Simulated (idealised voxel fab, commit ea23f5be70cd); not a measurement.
The process module that follows is named voxel double patterning.
Section shown: cut. Width: 160 nm. Cell size: 5 nm, square.
Each cross-section below is a grid of square cells, stated as bands in top-down order, with one or more rows of cells making up each band.
Each band's line starts with the height of the band's top and of its bottom, in nm. Then come its materials from left to right, each with its width in nm. One material with "all across" fills the band from edge to edge. "air" is empty space.
Height reference: 0 = level under which incoming wafer is all one material. Lowest band: no bottom, runs on downward, e.g. "top 0, no bottom".
Top row gets the first number, bottom row gets the second, and each row in between changes by the same step: that is how a band width like "30 to 40" works.
Given "no alterations made" for a step, no cell of the cross-section differs between before and after that step.
The label "Catalogued sealed voids" introduces a list of the empty spaces, 8 cells or larger, that have no open way up to the top; each entry in it reads width x height at distance, where the distance is taken from the left edge and all three are stated in nm.
Read whatever lies past the settings on a step's line as the simulator's own remark about the step.
The "overlay nm" setting may appear on a step's line; for a step that uses a mask, it gives how far to the right of its planned position the mask lay, and a negative value indicates the left.

### Intended process steps
1) RECEIVE, material Si
2) CONFORMAL_DEP, material SiO2, thk nm 10
3) DIRECTIONAL_DEP, material polySi, thk nm 15
4) DIRECTIONAL_DEP, material SiN, thk nm 10
5) PATTERN, tone open, mask id FIRST, material resist, width nm 15, pitch nm 50, thk nm 20, overlay nm 0
6) DIRECTIONAL_ETCH, etch materials SiN, depth nm 10
7) STRIP, etch materials resist
8) MASKED_ETCH, tone open, mask id SECOND, width nm 15, pitch nm 50, etch materials SiN, depth nm 10, overlay nm 0
9) DIRECTIONAL_ETCH, etch materials polySi, depth nm 15
10) STRIP, etch materials SiN

### Received-state cross-section, reflecting completion of step 1
  top 0, no bottom | Si all across
  Catalogued sealed voids: none

### The plan above was carried out on the starting structure above with one mistake, and this cross-section shows the wafer at the end of the module
  top 25, bottom 10 | air: 20 | polySi: 15 | air: 35 | polySi: 15 | air: 35 | polySi: 15 | air: 25
  top 10, bottom 0 | SiO2 all across
  top 0, no bottom | Si all across
  Catalogued sealed voids: none
Here's what went sideways: step 5 ran differently from the plan; actual operation with settings: PATTERN, tone cover, mask id FIRST, material resist, width nm 15, pitch nm 50, thk nm 20, overlay nm 0
